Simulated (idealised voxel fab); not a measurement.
Proc. module: voxel capacitor over wiring
Pictured: cross-section cut, 240 nm wide, on a grid of 5 nm square cells.
A cross-section is a grid of square cells, given in bands from the top down. A band is one or more rows of cells. Top, bottom (nm), then materials left to right with widths (nm); lone material tagged "edge to edge" fills the whole band edge to edge; "empty" = empty space. Height reference: 0 = level under which incoming wafer is all one material. Lowest band: no bottom, runs on downward, e.g. "0..down". A width such as "30->40" changes by the same amount from each row of cells to the next, from the band's top row to its bottom row. The cross-section has no changed cell in any step marked "no change occurred". "closed voids" means: voids of 8 cells or more that are shut off from the top with no open way through. Written width x height at distance, distance from the left edge, in nm. Anything after a step's settings on that line? It's the simulator's own note about the step. overlay nm: mask right of planned place by this much (step with mask). Neg. = left.

So here's the lineup of process steps we planned:
- 1: RECEIVE with material Si
- 2: CONFORMAL_DEP with material SiO2, thk nm 10
- 3: CONFORMAL_DEP with material SiCN, thk nm 5
- 4: DIRECTIONAL_DEP with material lowk, thk nm 15
- 5: MASKED_ETCH with tone open, mask id METAL_1, width nm 20, pitch nm 85, etch materials lowk, depth nm 15, overlay nm 0
- 6: MASKED_ETCH with tone open, mask id METAL_1, width nm 20, pitch nm 85, etch materials SiCN, depth nm 5, overlay nm 0
- 7: CONFORMAL_DEP with material TiN, thk nm 5
- 8: FILL_DEP with material Cu, thk nm 10
- 9: CMP with height nm 30
- 10: EPI with material Ru, thk nm 5
- 11: FILL_DEP with material SiCN, thk nm 5
- 12: DIRECTIONAL_DEP with material SiO2, thk nm 10
- 13: MASKED_ETCH with tone open, mask id PLUG_1, width nm 15, etch materials SiO2, depth nm 10, overlay nm 0
- 14: MASKED_ETCH with tone open, mask id PLUG_1, width nm 15, etch materials SiCN, depth nm 5, overlay nm 0
- 15: CONFORMAL_DEP with material TiN, thk nm 5
- 16: FILL_DEP with material Ru, thk nm 10
- 17: CMP with height nm 50
- 18: DIRECTIONAL_DEP with material TiN, thk nm 5
- 19: DIRECTIONAL_DEP with material Al2O3, thk nm 5
- 20: DIRECTIONAL_DEP with material TiN, thk nm 5
- 21: PATTERN with tone cover, mask id UPPER_PLATE, material resist, width nm 70, thk nm 20, overlay nm 0
- 22: DIRECTIONAL_ETCH with etch materials TiN, depth nm 5
- 23: DIRECTIONAL_ETCH with etch materials Al2O3, depth nm 5
- 24: STRIP with etch materials resist
- 25: MASKED_ETCH with tone cover, mask id LOWER_PLATE, width nm 80, etch materials TiN, depth nm 5, overlay nm 0
- 26: FILL_DEP with material SiO2, thk nm 20
- 27: CMP with height nm 80
- 28: PATTERN with tone open, mask id PLUG_2, material resist, width nm 15, thk nm 20, overlay nm 0
- 29: DIRECTIONAL_ETCH with etch materials SiO2, depth nm 15
- 30: STRIP with etch materials resist
- 31: CONFORMAL_DEP with material TiN, thk nm 5
- 32: FILL_DEP with material Ru, thk nm 5
- 33: CMP with height nm 80
- 34: CONFORMAL_DEP with material SiN, thk nm 5

Shown in cross-section is the wafer as received, that is, as it stands after step 1:
* 0..down: Si edge to edge
* closed voids: none

Looking at the first of two wafers in cross-section at end of module - ran to plan:
* 85..80: SiN edge to edge
* 80..70: 80 nm SiO2 / 5 nm TiN / 5 nm Ru / 5 nm TiN / 145 nm SiO2
* 70..60: 80->70 nm SiO2 / 15->70 nm TiN / 145->100 nm SiO2
* 60..55: 70 nm SiO2 / 70 nm Al2O3 / 100 nm SiO2
* 55..50: 65 nm SiO2 / 80 nm TiN / 95 nm SiO2
* 50..40: 70 nm SiO2 / 5 nm TiN / 5 nm Ru / 5 nm TiN / 155 nm SiO2
* 40..35: 70 nm SiCN / 15 nm TiN / 155 nm SiCN
* 35..30: 60 nm SiCN / 30 nm Ru / 55 nm SiCN / 30 nm Ru / 65 nm SiCN
* 30..15: 65 nm lowk / 5 nm TiN / 10 nm Cu / 5 nm TiN / 65 nm lowk / 5 nm TiN / 10 nm Cu / 5 nm TiN / 70 nm lowk
* 15..10: 65 nm SiCN / 20 nm TiN / 65 nm SiCN / 20 nm TiN / 70 nm SiCN
* 10..0: SiO2 edge to edge
* 0..down: Si edge to edge
* closed voids: none

Second wafer of the two, sectioned at the end of the module. It began like the first and followed the same plan, but one mistake was made while running it:
* 85..80: SiN edge to edge
* 80..70: 80 nm SiO2 / 5 nm TiN / 5 nm Ru / 5 nm TiN / 145 nm SiO2
* 70..65: 80 nm SiO2 / 15 nm TiN / 145 nm SiO2
* 65..60: SiO2 edge to edge
* 60..55: 70 nm SiO2 / 70 nm Al2O3 / 100 nm SiO2
* 55..50: 65 nm TiN / 5 nm SiO2 / 70 nm TiN / 5 nm SiO2 / 95 nm TiN
* 50..40: 70 nm SiO2 / 5 nm TiN / 5 nm Ru / 5 nm TiN / 155 nm SiO2
* 40..35: 70 nm SiCN / 15 nm TiN / 155 nm SiCN
* 35..30: 60 nm SiCN / 30 nm Ru / 55 nm SiCN / 30 nm Ru / 65 nm SiCN
* 30..15: 65 nm lowk / 5 nm TiN / 10 nm Cu / 5 nm TiN / 65 nm lowk / 5 nm TiN / 10 nm Cu / 5 nm TiN / 70 nm lowk
* 15..10: 65 nm SiCN / 20 nm TiN / 65 nm SiCN / 20 nm TiN / 70 nm SiCN
* 10..0: SiO2 edge to edge
* 0..down: Si edge to edge
* closed voids: none
What was done differently from what was planned? rather than as planned, step 25 actually ran as MASKED_ETCH with tone open, mask id LOWER_PLATE, width nm 80, etch materials TiN, depth nm 5, overlay nm 0
Cell-count delta at end, second wafer over first, by material: -16 SiO2; +16 TiN
